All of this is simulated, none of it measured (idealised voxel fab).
process module | voxel capacitor over wiring
cross-section cut | 240 nm wide | cells 5 nm
A cross-section is a grid of square cells, given in bands from the top down. A band is one or more rows of cells.
Each band's line starts with the height of the band's top and of its bottom, in nm. Then come its materials from left to right, each with its width in nm. One material with "throughout" fills the band from edge to edge. "air" is empty space.
Height 0 is the level under which the wafer as received is all one material. The lowest band goes on downwards, as in "0 down".
A width such as "30 to 40" changes by the same amount from each row of cells to the next, from the band's top row to its bottom row.
"no change" after a step means that no cell of the cross-section changed.
closed voids: empty space of 8 cells or more with no open way to the top, each as width x height at its distance from the left edge, in nm
after a step's settings: what the simulator itself notes on the step
overlay nm, on a step with a mask: how far to the right of its planned place the mask lay; to the left if negative
plan
1 op RECEIVE | material Si
2 op CONFORMAL_DEP | material SiO2 | thk nm 15
3 op CONFORMAL_DEP | material SiN | thk nm 5
4 op DIRECTIONAL_DEP | material SiO2 | thk nm 15
5 op MASKED_ETCH | tone open | mask id METAL_1 | width nm 20 | pitch nm 70 | etch materials SiO2 | depth nm 15 | overlay nm 0
6 op MASKED_ETCH | tone open | mask id METAL_1 | width nm 20 | pitch nm 70 | etch materials SiN | depth nm 5 | overlay nm 0
7 op CONFORMAL_DEP | material TiN | thk nm 5
8 op FILL_DEP | material W | thk nm 5
9 op CMP | height nm 35
10 op CONFORMAL_DEP | material SiCN | thk nm 5
11 op DIRECTIONAL_DEP | material SiO2 | thk nm 10
12 op PATTERN | tone open | mask id PLUG_1 | material resist | width nm 15 | thk nm 20 | overlay nm 0
13 op DIRECTIONAL_ETCH | etch materials SiO2 | depth nm 10
14 op DIRECTIONAL_ETCH | etch materials SiCN | depth nm 5
15 op STRIP | etch materials resist
16 op CONFORMAL_DEP | material TiN | thk nm 5
17 op FILL_DEP | material Cu | thk nm 5
18 op CMP | height nm 50
19 op DIRECTIONAL_DEP | material TiN | thk nm 5
20 op DIRECTIONAL_DEP | material Al2O3 | thk nm 5
21 op DIRECTIONAL_DEP | material TiN | thk nm 5
22 op MASKED_ETCH | tone cover | mask id UPPER_PLATE | width nm 55 | etch materials TiN | depth nm 5 | overlay nm 0
23 op MASKED_ETCH | tone cover | mask id UPPER_PLATE | width nm 55 | etch materials Al2O3 | depth nm 5 | overlay nm 0
24 op DIRECTIONAL_DEP | material aC | thk nm 15
25 op PATTERN | tone cover | mask id LOWER_PLATE | material resist | width nm 65 | thk nm 35 | overlay nm 0
26 op DIRECTIONAL_ETCH | etch materials aC | depth nm 15
27 op STRIP | etch materials resist
28 op DIRECTIONAL_ETCH | etch materials TiN | depth nm 5
29 op STRIP | etch materials aC
30 op FILL_DEP | material SiO2 | thk nm 20
31 op CMP | height nm 80
32 op MASKED_ETCH | tone open | mask id PLUG_2 | width nm 15 | etch materials SiO2 | depth nm 15 | overlay nm 0
33 op CONFORMAL_DEP | material TiN | thk nm 5
34 op FILL_DEP | material Cu | thk nm 5
35 op CMP | height nm 80
36 op CONFORMAL_DEP | material SiN | thk nm 5
first wafer, as planned
as received, after step 1
  0 down: Si throughout
  closed voids: none
after step 2
  15 to 0: SiO2 throughout
  below 0: unchanged
after step 3
  20 to 15: SiN throughout
  below 15: unchanged
after step 4
  35 to 20: SiO2 throughout
  below 20: unchanged
after step 5
  35 to 20: SiO2 75 | air 20 | SiO2 50 | air 20 | SiO2 75
  below 20: unchanged
after step 6
  35 to 20: SiO2 75 | air 20 | SiO2 50 | air 20 | SiO2 75
  20 to 15: SiN 75 | air 20 | SiN 50 | air 20 | SiN 75
  below 15: unchanged
after step 7
  40 to 35: TiN 80 | air 10 | TiN 60 | air 10 | TiN 80
  35 to 20: SiO2 75 | TiN 5 | air 10 | TiN 5 | SiO2 50 | TiN 5 | air 10 | TiN 5 | SiO2 75
  20 to 15: SiN 75 | TiN 20 | SiN 50 | TiN 20 | SiN 75
  below 15: unchanged
after step 8
  45 to 40: W throughout
  40 to 35: TiN 80 | W 10 | TiN 60 | W 10 | TiN 80
  35 to 20: SiO2 75 | TiN 5 | W 10 | TiN 5 | SiO2 50 | TiN 5 | W 10 | TiN 5 | SiO2 75
  below 20: unchanged
after step 9
  35 to 20: SiO2 75 | TiN 5 | W 10 | TiN 5 | SiO2 50 | TiN 5 | W 10 | TiN 5 | SiO2 75
  below 20: unchanged
after step 10
  40 to 35: SiCN throughout
  below 35: unchanged
after step 11
  50 to 40: SiO2 throughout
  below 40: unchanged
after step 12
  70 to 50: resist 80 | air 15 | resist 145
  below 50: unchanged
after step 13
  70 to 50: resist 80 | air 15 | resist 145
  50 to 40: SiO2 80 | air 15 | SiO2 145
  below 40: unchanged
after step 14
  70 to 50: resist 80 | air 15 | resist 145
  50 to 40: SiO2 80 | air 15 | SiO2 145
  40 to 35: SiCN 80 | air 15 | SiCN 145
  below 35: unchanged
after step 15
  50 to 40: SiO2 80 | air 15 | SiO2 145
  below 40: unchanged
after step 16
  55 to 50: TiN 85 | air 5 | TiN 150
  50 to 40: SiO2 80 | TiN 5 | air 5 | TiN 5 | SiO2 145
  40 to 35: SiCN 80 | TiN 15 | SiCN 145
  below 35: unchanged
after step 17
  60 to 55: Cu throughout
  55 to 50: TiN 85 | Cu 5 | TiN 150
  50 to 40: SiO2 80 | TiN 5 | Cu 5 | TiN 5 | SiO2 145
  below 40: unchanged
after step 18
  50 to 40: SiO2 80 | TiN 5 | Cu 5 | TiN 5 | SiO2 145
  below 40: unchanged
after step 19
  55 to 50: TiN throughout
  below 50: unchanged
after step 20
  60 to 55: Al2O3 throughout
  below 55: unchanged
after step 21
  65 to 60: TiN throughout
  below 60: unchanged
after step 22
  65 to 60: air 80 | TiN 55 | air 105
  below 60: unchanged
after step 23
  65 to 60: air 80 | TiN 55 | air 105
  60 to 55: air 80 | Al2O3 55 | air 105
  below 55: unchanged
after step 24
  80 to 70: air 80 | aC 55 | air 105
  70 to 65: aC throughout
  65 to 60: aC 80 | TiN 55 | aC 105
  60 to 55: aC 80 | Al2O3 55 | aC 105
  below 55: unchanged
after step 25
  115 to 80: air 75 | resist 65 | air 100
  80 to 70: air 75 | resist 5 | aC 55 | resist 5 | air 100
  below 70: unchanged
after step 26
  100 to 80: air 75 | resist 65 | air 100
  80 to 70: air 75 | resist 5 | aC 55 | resist 5 | air 100
  70 to 65: air 75 | aC 65 | air 100
  65 to 60: air 75 | aC 5 | TiN 55 | aC 5 | air 100
  60 to 55: air 75 | aC 5 | Al2O3 55 | aC 5 | air 100
  below 55: unchanged
after step 27
  80 to 70: air 80 | aC 55 | air 105
  below 70: unchanged
after step 28
  80 to 70: air 80 | aC 55 | air 105
  70 to 65: air 75 | aC 65 | air 100
  65 to 60: air 75 | aC 5 | TiN 55 | aC 5 | air 100
  60 to 55: air 75 | aC 5 | Al2O3 55 | aC 5 | air 100
  55 to 50: air 75 | TiN 65 | air 100
  below 50: unchanged
after step 29
  65 to 60: air 80 | TiN 55 | air 105
  60 to 55: air 80 | Al2O3 55 | air 105
  below 55: unchanged
after step 30
  85 to 65: SiO2 throughout
  65 to 60: SiO2 80 | TiN 55 | SiO2 105
  60 to 55: SiO2 80 | Al2O3 55 | SiO2 105
  55 to 50: SiO2 75 | TiN 65 | SiO2 100
  below 50: unchanged
after step 31
  80 to 65: SiO2 throughout
  below 65: unchanged
after step 32
  80 to 65: SiO2 90 | air 15 | SiO2 135
  below 65: unchanged
after step 33
  85 to 80: TiN 95 | air 5 | TiN 140
  80 to 70: SiO2 90 | TiN 5 | air 5 | TiN 5 | SiO2 135
  70 to 60: SiO2 90 to 80 | TiN 15 to 55 | SiO2 135 to 105
  below 60: unchanged
after step 34
  90 to 85: Cu throughout
  85 to 80: TiN 95 | Cu 5 | TiN 140
  80 to 70: SiO2 90 | TiN 5 | Cu 5 | TiN 5 | SiO2 135
  below 70: unchanged
after step 35
  80 to 70: SiO2 90 | TiN 5 | Cu 5 | TiN 5 | SiO2 135
  below 70: unchanged
after step 36
  85 to 80: SiN throughout
  below 80: unchanged
second wafer: like start, like plan, one mistake. Through step 24 it matches the first wafer
when step 25 should have ended
  115 to 80: air 80 | resist 65 | air 95
  80 to 70: air 80 | aC 55 | resist 10 | air 95
  below 70: unchanged
when step 26 should have ended
  100 to 80: air 80 | resist 65 | air 95
  80 to 70: air 80 | aC 55 | resist 10 | air 95
  70 to 65: air 80 | aC 65 | air 95
  65 to 60: air 80 | TiN 55 | aC 10 | air 95
  60 to 55: air 80 | Al2O3 55 | aC 10 | air 95
  below 55: unchanged
when step 27 should have ended
  80 to 70: air 80 | aC 55 | air 105
  below 70: unchanged
when step 28 should have ended
  80 to 70: air 80 | aC 55 | air 105
  70 to 65: air 80 | aC 65 | air 95
  65 to 60: air 80 | TiN 55 | aC 10 | air 95
  60 to 55: air 80 | Al2O3 55 | aC 10 | air 95
  55 to 50: air 80 | TiN 65 | air 95
  below 50: unchanged
when step 29 should have ended
  65 to 60: air 80 | TiN 55 | air 105
  60 to 55: air 80 | Al2O3 55 | air 105
  below 55: unchanged
when step 30 should have ended
  85 to 65: SiO2 throughout
  65 to 60: SiO2 80 | TiN 55 | SiO2 105
  60 to 55: SiO2 80 | Al2O3 55 | SiO2 105
  55 to 50: SiO2 80 | TiN 65 | SiO2 95
  below 50: unchanged
when step 31 should have ended
  80 to 65: SiO2 throughout
  below 65: unchanged
when step 32 should have ended
  80 to 65: SiO2 90 | air 15 | SiO2 135
  below 65: unchanged
when step 33 should have ended
  85 to 80: TiN 95 | air 5 | TiN 140
  80 to 70: SiO2 90 | TiN 5 | air 5 | TiN 5 | SiO2 135
  70 to 60: SiO2 90 to 80 | TiN 15 to 55 | SiO2 135 to 105
  below 60: unchanged
when step 34 should have ended
  90 to 85: Cu throughout
  85 to 80: TiN 95 | Cu 5 | TiN 140
  80 to 70: SiO2 90 | TiN 5 | Cu 5 | TiN 5 | SiO2 135
  below 70: unchanged
when step 35 should have ended
  80 to 70: SiO2 90 | TiN 5 | Cu 5 | TiN 5 | SiO2 135
  below 70: unchanged
when step 36 should have ended
  85 to 80: SiN throughout
  below 80: unchanged
what went wrong: step 25 ran as: op PATTERN | tone cover | mask id LOWER_PLATE | material resist | width nm 65 | thk nm 35 | overlay nm 5
at the end the second wafer has, in cells: as many of each material as the first, in other places
